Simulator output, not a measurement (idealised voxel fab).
process module | voxel ribs on slabs
cross-section cut | 180 nm wide | cells 5 nm
A cross-section is a grid of square cells, given in bands from the top down. A band is one or more rows of cells.
Each band's line starts with the height of the band's top and of its bottom, in nm. Then come its materials from left to right, each with its width in nm. One material with "throughout" fills the band from edge to edge. "air" is empty space.
Height 0 is the level under which the wafer as received is all one material. The lowest band goes on downwards, as in "0 down".
A width such as "30 to 40" changes by the same amount from each row of cells to the next, from the band's top row to its bottom row.
"no change" after a step means that no cell of the cross-section changed.
closed voids: empty space of 8 cells or more with no open way to the top, each as width x height at its distance from the left edge, in nm
after a step's settings: what the simulator itself notes on the step
overlay nm, on a step with a mask: how far to the right of its planned place the mask lay; to the left if negative
Each pair below shows a cross-section before one step and the cross-section after it, down to the lowest band that changed. The line under each pair gives the step between them, with its settings. The pairs can come from different runs of this module on the same starting wafer, so a pair continues from the pair above only where its "before" says so.
before
  0 down: Si throughout
  closed voids: none
after
  30 to 0: SiO2 throughout
  below 0: unchanged
  closed voids: none
the step between: op DIRECTIONAL_DEP | material SiO2 | thk nm 30
before: the cross-section after the pair above
after
  55 to 30: SiN throughout
  below 30: unchanged
  closed voids: none
the step between: op DIRECTIONAL_DEP | material SiN | thk nm 25
before: the cross-section after the pair above
after
  70 to 55: aC throughout
  below 55: unchanged
  closed voids: none
the step between: op DIRECTIONAL_DEP | material aC | thk nm 15
before: the cross-section after the pair above
after
  105 to 70: air 75 | resist 25 | air 80
  below 70: unchanged
  closed voids: none
the step between: op PATTERN | tone cover | mask id RIB | material resist | width nm 25 | thk nm 35 | overlay nm 0
before: the cross-section after the pair above
after
  90 to 70: air 75 | resist 25 | air 80
  70 to 55: air 75 | aC 25 | air 80
  below 55: unchanged
  closed voids: none
the step between: op DIRECTIONAL_ETCH | etch materials aC | depth nm 15
before: the cross-section after the pair above
after
  70 to 55: air 75 | aC 25 | air 80
  below 55: unchanged
  closed voids: none
the step between: op STRIP | etch materials resist
before: the cross-section after the pair above
after
  70 to 55: air 75 | aC 25 | air 80
  55 to 50: air 75 | SiN 25 | air 80
  below 50: unchanged
  closed voids: none
the step between: op DIRECTIONAL_ETCH | etch materials SiN | depth nm 5
before: the cross-section after the pair above
after
  55 to 50: air 75 | SiN 25 | air 80
  below 50: unchanged
  closed voids: none
the step between: op STRIP | etch materials aC
before: the cross-section after the pair above
after
  70 to 55: air 55 | resist 65 | air 60
  55 to 50: air 55 | resist 20 | SiN 25 | resist 20 | air 60
  below 50: unchanged
  closed voids: none
the step between: op PATTERN | tone cover | mask id SLAB | material resist | width nm 65 | thk nm 15 | overlay nm 0
before: the cross-section after the pair above
after
  70 to 55: air 55 | resist 65 | air 60
  55 to 50: air 55 | resist 20 | SiN 25 | resist 20 | air 60
  50 to 30: air 55 | SiN 65 | air 60
  below 30: unchanged
  closed voids: none
the step between: op DIRECTIONAL_ETCH | etch materials SiN | depth nm 20
before: the cross-section after the pair above
after
  55 to 50: air 75 | SiN 25 | air 80
  below 50: unchanged
  closed voids: none
the step between: op STRIP | etch materials resist
before: the cross-section after the pair above
after
  80 to 55: SiO2 throughout
  55 to 50: SiO2 75 | SiN 25 | SiO2 80
  50 to 30: SiO2 55 | SiN 65 | SiO2 60
  below 30: unchanged
  closed voids: none
the step between: op FILL_DEP | material SiO2 | thk nm 25
before: the cross-section after the pair above
after
  75 to 55: SiO2 throughout
  below 55: unchanged
  closed voids: none
the step between: op CMP | height nm 75
before: the cross-section after the pair above
after
  85 to 75: TiN throughout
  below 75: unchanged
  closed voids: none
the step between: op DIRECTIONAL_DEP | material TiN | thk nm 10
before: the cross-section after the pair above
after
  85 to 75: air 70 | TiN 35 | air 75
  below 75: unchanged
  closed voids: none
the step between: op MASKED_ETCH | tone cover | mask id HEATER | width nm 35 | etch materials TiN | depth nm 10 | overlay nm 0
before: the cross-section after the pair above
after
  95 to 85: air 60 | SiN 55 | air 65
  85 to 75: SiN 70 | TiN 35 | SiN 75
  below 75: unchanged
  closed voids: none
the step between: op CONFORMAL_DEP | material SiN | thk nm 10
before
  30 to 0: SiO2 throughout
  0 down: Si throughout
  closed voids: none
after
  60 to 0: SiO2 throughout
  below 0: unchanged
  closed voids: none
the step between: op DIRECTIONAL_DEP | material SiO2 | thk nm 30
before: the cross-section after the pair above
after
  85 to 60: SiN throughout
  below 60: unchanged
  closed voids: none
the step between: op DIRECTIONAL_DEP | material SiN | thk nm 25
before: the cross-section after the pair above
after
  100 to 85: aC throughout
  below 85: unchanged
  closed voids: none
the step between: op DIRECTIONAL_DEP | material aC | thk nm 15
before: the cross-section after the pair above
after
  135 to 100: air 75 | resist 25 | air 80
  below 100: unchanged
  closed voids: none
the step between: op PATTERN | tone cover | mask id RIB | material resist | width nm 25 | thk nm 35 | overlay nm 0
before: the cross-section after the pair above
after
  120 to 100: air 75 | resist 25 | air 80
  100 to 85: air 75 | aC 25 | air 80
  below 85: unchanged
  closed voids: none
the step between: op DIRECTIONAL_ETCH | etch materials aC | depth nm 15
before: the cross-section after the pair above
after
  100 to 85: air 75 | aC 25 | air 80
  below 85: unchanged
  closed voids: none
the step between: op STRIP | etch materials resist
before: the cross-section after the pair above
after
  100 to 85: air 75 | aC 25 | air 80
  85 to 80: air 75 | SiN 25 | air 80
  below 80: unchanged
  closed voids: none
the step between: op DIRECTIONAL_ETCH | etch materials SiN | depth nm 5
before: the cross-section after the pair above
after
  85 to 80: air 75 | SiN 25 | air 80
  below 80: unchanged
  closed voids: none
the step between: op STRIP | etch materials aC
before: the cross-section after the pair above
after
  100 to 85: air 55 | resist 65 | air 60
  85 to 80: air 55 | resist 20 | SiN 25 | resist 20 | air 60
  below 80: unchanged
  closed voids: none
the step between: op PATTERN | tone cover | mask id SLAB | material resist | width nm 65 | thk nm 15 | overlay nm 0
before: the cross-section after the pair above
after
  100 to 85: air 55 | resist 65 | air 60
  85 to 80: air 55 | resist 20 | SiN 25 | resist 20 | air 60
  80 to 60: air 55 | SiN 65 | air 60
  below 60: unchanged
  closed voids: none
the step between: op DIRECTIONAL_ETCH | etch materials SiN | depth nm 20
before: the cross-section after the pair above
after
  85 to 80: air 75 | SiN 25 | air 80
  below 80: unchanged
  closed voids: none
the step between: op STRIP | etch materials resist
before: the cross-section after the pair above
after
  110 to 85: SiO2 throughout
  85 to 80: SiO2 75 | SiN 25 | SiO2 80
  80 to 60: SiO2 55 | SiN 65 | SiO2 60
  below 60: unchanged
  closed voids: none
the step between: op FILL_DEP | material SiO2 | thk nm 25
before: the cross-section after the pair above
after
  75 to 60: SiO2 55 | SiN 65 | SiO2 60
  below 60: unchanged
  closed voids: none
the step between: op CMP | height nm 75
before: the cross-section after the pair above
after
  85 to 75: TiN throughout
  below 75: unchanged
  closed voids: none
the step between: op DIRECTIONAL_DEP | material TiN | thk nm 10
before: the cross-section after the pair above
after
  85 to 75: air 70 | TiN 35 | air 75
  below 75: unchanged
  closed voids: none
the step between: op MASKED_ETCH | tone cover | mask id HEATER | width nm 35 | etch materials TiN | depth nm 10 | overlay nm 0
before: the cross-section after the pair above
after
  95 to 85: air 60 | SiN 55 | air 65
  85 to 75: SiN 70 | TiN 35 | SiN 75
  below 75: unchanged
  closed voids: none
the step between: op CONFORMAL_DEP | material SiN | thk nm 10
before
  0 down: Si throughout
  closed voids: none
after
  25 to 0: SiN throughout
  below 0: unchanged
  closed voids: none
the step between: op DIRECTIONAL_DEP | material SiN | thk nm 25
before: the cross-section after the pair above
after
  55 to 25: SiO2 throughout
  below 25: unchanged
  closed voids: none
the step between: op DIRECTIONAL_DEP | material SiO2 | thk nm 30
before: the cross-section after the pair above
after
  70 to 55: aC throughout
  below 55: unchanged
  closed voids: none
the step between: op DIRECTIONAL_DEP | material aC | thk nm 15
before: the cross-section after the pair above
after
  105 to 70: air 75 | resist 25 | air 80
  below 70: unchanged
  closed voids: none
the step between: op PATTERN | tone cover | mask id RIB | material resist | width nm 25 | thk nm 35 | overlay nm 0
before: the cross-section after the pair above
after
  90 to 70: air 75 | resist 25 | air 80
  70 to 55: air 75 | aC 25 | air 80
  below 55: unchanged
  closed voids: none
the step between: op DIRECTIONAL_ETCH | etch materials aC | depth nm 15
before: the cross-section after the pair above
after
  70 to 55: air 75 | aC 25 | air 80
  below 55: unchanged
  closed voids: none
the step between: op STRIP | etch materials resist
before: the cross-section after the pair above
after
  55 to 25: SiO2 throughout
  below 25: unchanged
  closed voids: none
the step between: op STRIP | etch materials aC
before: the cross-section after the pair above
after
  70 to 55: air 55 | resist 65 | air 60
  below 55: unchanged
  closed voids: none
the step between: op PATTERN | tone cover | mask id SLAB | material resist | width nm 65 | thk nm 15 | overlay nm 0
before: the cross-section after the pair above
after
  55 to 25: SiO2 throughout
  below 25: unchanged
  closed voids: none
the step between: op STRIP | etch materials resist
before: the cross-section after the pair above
after
  80 to 25: SiO2 throughout
  below 25: unchanged
  closed voids: none
the step between: op FILL_DEP | material SiO2 | thk nm 25
before: the cross-section after the pair above
after
  75 to 25: SiO2 throughout
  below 25: unchanged
  closed voids: none
the step between: op CMP | height nm 75
before: the cross-section after the pair above
after
  85 to 75: TiN throughout
  below 75: unchanged
  closed voids: none
the step between: op DIRECTIONAL_DEP | material TiN | thk nm 10
before: the cross-section after the pair above
after
  85 to 75: air 70 | TiN 35 | air 75
  below 75: unchanged
  closed voids: none
the step between: op MASKED_ETCH | tone cover | mask id HEATER | width nm 35 | etch materials TiN | depth nm 10 | overlay nm 0
before: the cross-section after the pair above
after
  95 to 85: air 60 | SiN 55 | air 65
  85 to 75: SiN 70 | TiN 35 | SiN 75
  below 75: unchanged
  closed voids: none
the step between: op CONFORMAL_DEP | material SiN | thk nm 10
before
  85 to 75: air 70 | TiN 35 | air 75
  75 to 55: SiO2 throughout
  55 to 50: SiO2 75 | SiN 25 | SiO2 80
  50 to 30: SiO2 55 | SiN 65 | SiO2 60
  30 to 0: SiO2 throughout
  0 down: Si throughout
  closed voids: none
after
  100 to 90: air 55 | SiN 65 | air 60
  90 to 85: SiN throughout
  85 to 75: SiN 70 | TiN 35 | SiN 75
  below 75: unchanged
  closed voids: none
the step between: op CONFORMAL_DEP | material SiN | thk nm 15
before
  55 to 50: air 75 | SiN 25 | air 80
  50 to 30: SiN throughout
  30 to 0: SiO2 throughout
  0 down: Si throughout
  closed voids: none
after
  70 to 55: air 50 | resist 75 | air 55
  55 to 50: air 50 | resist 25 | SiN 25 | resist 25 | air 55
  below 50: unchanged
  closed voids: none
the step between: op PATTERN | tone cover | mask id SLAB | material resist | width nm 75 | thk nm 15 | overlay nm 0
before: the cross-section after the pair above
after
  70 to 55: air 50 | resist 75 | air 55
  55 to 50: air 50 | resist 25 | SiN 25 | resist 25 | air 55
  50 to 30: air 50 | SiN 75 | air 55
  below 30: unchanged
  closed voids: none
the step between: op DIRECTIONAL_ETCH | etch materials SiN | depth nm 20
before: the cross-section after the pair above
after
  55 to 50: air 75 | SiN 25 | air 80
  below 50: unchanged
  closed voids: none
the step between: op STRIP | etch materials resist
before: the cross-section after the pair above
after
  80 to 55: SiO2 throughout
  55 to 50: SiO2 75 | SiN 25 | SiO2 80
  50 to 30: SiO2 50 | SiN 75 | SiO2 55
  below 30: unchanged
  closed voids: none
the step between: op FILL_DEP | material SiO2 | thk nm 25
before: the cross-section after the pair above
after
  75 to 55: SiO2 throughout
  below 55: unchanged
  closed voids: none
the step between: op CMP | height nm 75
before: the cross-section after the pair above
after
  85 to 75: TiN throughout
  below 75: unchanged
  closed voids: none
the step between: op DIRECTIONAL_DEP | material TiN | thk nm 10
before: the cross-section after the pair above
after
  85 to 75: air 70 | TiN 35 | air 75
  below 75: unchanged
  closed voids: none
the step between: op MASKED_ETCH | tone cover | mask id HEATER | width nm 35 | etch materials TiN | depth nm 10 | overlay nm 0
before: the cross-section after the pair above
after
  95 to 85: air 60 | SiN 55 | air 65
  85 to 75: SiN 70 | TiN 35 | SiN 75
  below 75: unchanged
  closed voids: none
the step between: op CONFORMAL_DEP | material SiN | thk nm 10
before
  70 to 55: aC throughout
  55 to 30: SiN throughout
  30 to 0: SiO2 throughout
  0 down: Si throughout
  closed voids: none
after
  105 to 70: air 80 | resist 25 | air 75
  below 70: unchanged
  closed voids: none
the step between: op PATTERN | tone cover | mask id RIB | material resist | width nm 25 | thk nm 35 | overlay nm 5
before: the cross-section after the pair above
after
  90 to 70: air 80 | resist 25 | air 75
  70 to 55: air 80 | aC 25 | air 75
  below 55: unchanged
  closed voids: none
the step between: op DIRECTIONAL_ETCH | etch materials aC | depth nm 15
before: the cross-section after the pair above
after
  70 to 55: air 80 | aC 25 | air 75
  below 55: unchanged
  closed voids: none
the step between: op STRIP | etch materials resist
before: the cross-section after the pair above
after
  70 to 55: air 80 | aC 25 | air 75
  55 to 50: air 80 | SiN 25 | air 75
  below 50: unchanged
  closed voids: none
the step between: op DIRECTIONAL_ETCH | etch materials SiN | depth nm 5
before: the cross-section after the pair above
after
  55 to 50: air 80 | SiN 25 | air 75
  below 50: unchanged
  closed voids: none
the step between: op STRIP | etch materials aC
before: the cross-section after the pair above
after
  70 to 55: air 55 | resist 65 | air 60
  55 to 50: air 55 | resist 25 | SiN 25 | resist 15 | air 60
  below 50: unchanged
  closed voids: none
the step between: op PATTERN | tone cover | mask id SLAB | material resist | width nm 65 | thk nm 15 | overlay nm 0
before: the cross-section after the pair above
after
  70 to 55: air 55 | resist 65 | air 60
  55 to 50: air 55 | resist 25 | SiN 25 | resist 15 | air 60
  50 to 30: air 55 | SiN 65 | air 60
  below 30: unchanged
  closed voids: none
the step between: op DIRECTIONAL_ETCH | etch materials SiN | depth nm 20
before: the cross-section after the pair above
after
  55 to 50: air 80 | SiN 25 | air 75
  below 50: unchanged
  closed voids: none
the step between: op STRIP | etch materials resist
before: the cross-section after the pair above
after
  80 to 55: SiO2 throughout
  55 to 50: SiO2 80 | SiN 25 | SiO2 75
  50 to 30: SiO2 55 | SiN 65 | SiO2 60
  below 30: unchanged
  closed voids: none
the step between: op FILL_DEP | material SiO2 | thk nm 25
before: the cross-section after the pair above
after
  75 to 55: SiO2 throughout
  below 55: unchanged
  closed voids: none
the step between: op CMP | height nm 75
before: the cross-section after the pair above
after
  85 to 75: TiN throughout
  below 75: unchanged
  closed voids: none
the step between: op DIRECTIONAL_DEP | material TiN | thk nm 10
before: the cross-section after the pair above
after
  85 to 75: air 70 | TiN 35 | air 75
  below 75: unchanged
  closed voids: none
the step between: op MASKED_ETCH | tone cover | mask id HEATER | width nm 35 | etch materials TiN | depth nm 10 | overlay nm 0
before: the cross-section after the pair above
after
  95 to 85: air 60 | SiN 55 | air 65
  85 to 75: SiN 70 | TiN 35 | SiN 75
  below 75: unchanged
  closed voids: none
the step between: op CONFORMAL_DEP | material SiN | thk nm 10
before
  30 to 0: SiO2 throughout
  0 down: Si throughout
  closed voids: none
after
  55 to 30: TiN throughout
  below 30: unchanged
  closed voids: none
the step between: op DIRECTIONAL_DEP | material TiN | thk nm 25
before: the cross-section after the pair above
after
  70 to 55: aC throughout
  below 55: unchanged
  closed voids: none
the step between: op DIRECTIONAL_DEP | material aC | thk nm 15
before: the cross-section after the pair above
after
  105 to 70: air 75 | resist 25 | air 80
  below 70: unchanged
  closed voids: none
the step between: op PATTERN | tone cover | mask id RIB | material resist | width nm 25 | thk nm 35 | overlay nm 0
before: the cross-section after the pair above
after
  90 to 70: air 75 | resist 25 | air 80
  70 to 55: air 75 | aC 25 | air 80
  below 55: unchanged
  closed voids: none
the step between: op DIRECTIONAL_ETCH | etch materials aC | depth nm 15
before: the cross-section after the pair above
after
  70 to 55: air 75 | aC 25 | air 80
  below 55: unchanged
  closed voids: none
the step between: op STRIP | etch materials resist
before: the cross-section after the pair above
after
  55 to 30: TiN throughout
  below 30: unchanged
  closed voids: none
the step between: op STRIP | etch materials aC
before: the cross-section after the pair above
after
  70 to 55: air 55 | resist 65 | air 60
  below 55: unchanged
  closed voids: none
the step between: op PATTERN | tone cover | mask id SLAB | material resist | width nm 65 | thk nm 15 | overlay nm 0
before: the cross-section after the pair above
after
  55 to 30: TiN throughout
  below 30: unchanged
  closed voids: none
the step between: op STRIP | etch materials resist
before: the cross-section after the pair above
after
  80 to 55: SiO2 throughout
  below 55: unchanged
  closed voids: none
the step between: op FILL_DEP | material SiO2 | thk nm 25
before: the cross-section after the pair above
after
  75 to 55: SiO2 throughout
  below 55: unchanged
  closed voids: none
the step between: op CMP | height nm 75
before: the cross-section after the pair above
after
  85 to 75: TiN throughout
  below 75: unchanged
  closed voids: none
the step between: op DIRECTIONAL_DEP | material TiN | thk nm 10
before: the cross-section after the pair above
after
  85 to 75: air 70 | TiN 35 | air 75
  below 75: unchanged
  closed voids: none
the step between: op MASKED_ETCH | tone cover | mask id HEATER | width nm 35 | etch materials TiN | depth nm 10 | overlay nm 0
before: the cross-section after the pair above
after
  95 to 85: air 60 | SiN 55 | air 65
  85 to 75: SiN 70 | TiN 35 | SiN 75
  below 75: unchanged
  closed voids: none
the step between: op CONFORMAL_DEP | material SiN | thk nm 10
before
  85 to 75: TiN throughout
  75 to 55: SiO2 throughout
  55 to 50: SiO2 75 | SiN 25 | SiO2 80
  50 to 30: SiO2 55 | SiN 65 | SiO2 60
  30 to 0: SiO2 throughout
  0 down: Si throughout
  closed voids: none
after
  85 to 75: TiN 70 | air 35 | TiN 75
  below 75: unchanged
  closed voids: none
the step between: op MASKED_ETCH | tone open | mask id HEATER | width nm 35 | etch materials TiN | depth nm 10 | overlay nm 0
before: the cross-section after the pair above
after
  95 to 85: SiN 80 | air 15 | SiN 85
  85 to 75: TiN 70 | SiN 35 | TiN 75
  below 75: unchanged
  closed voids: none
the step between: op CONFORMAL_DEP | material SiN | thk nm 10
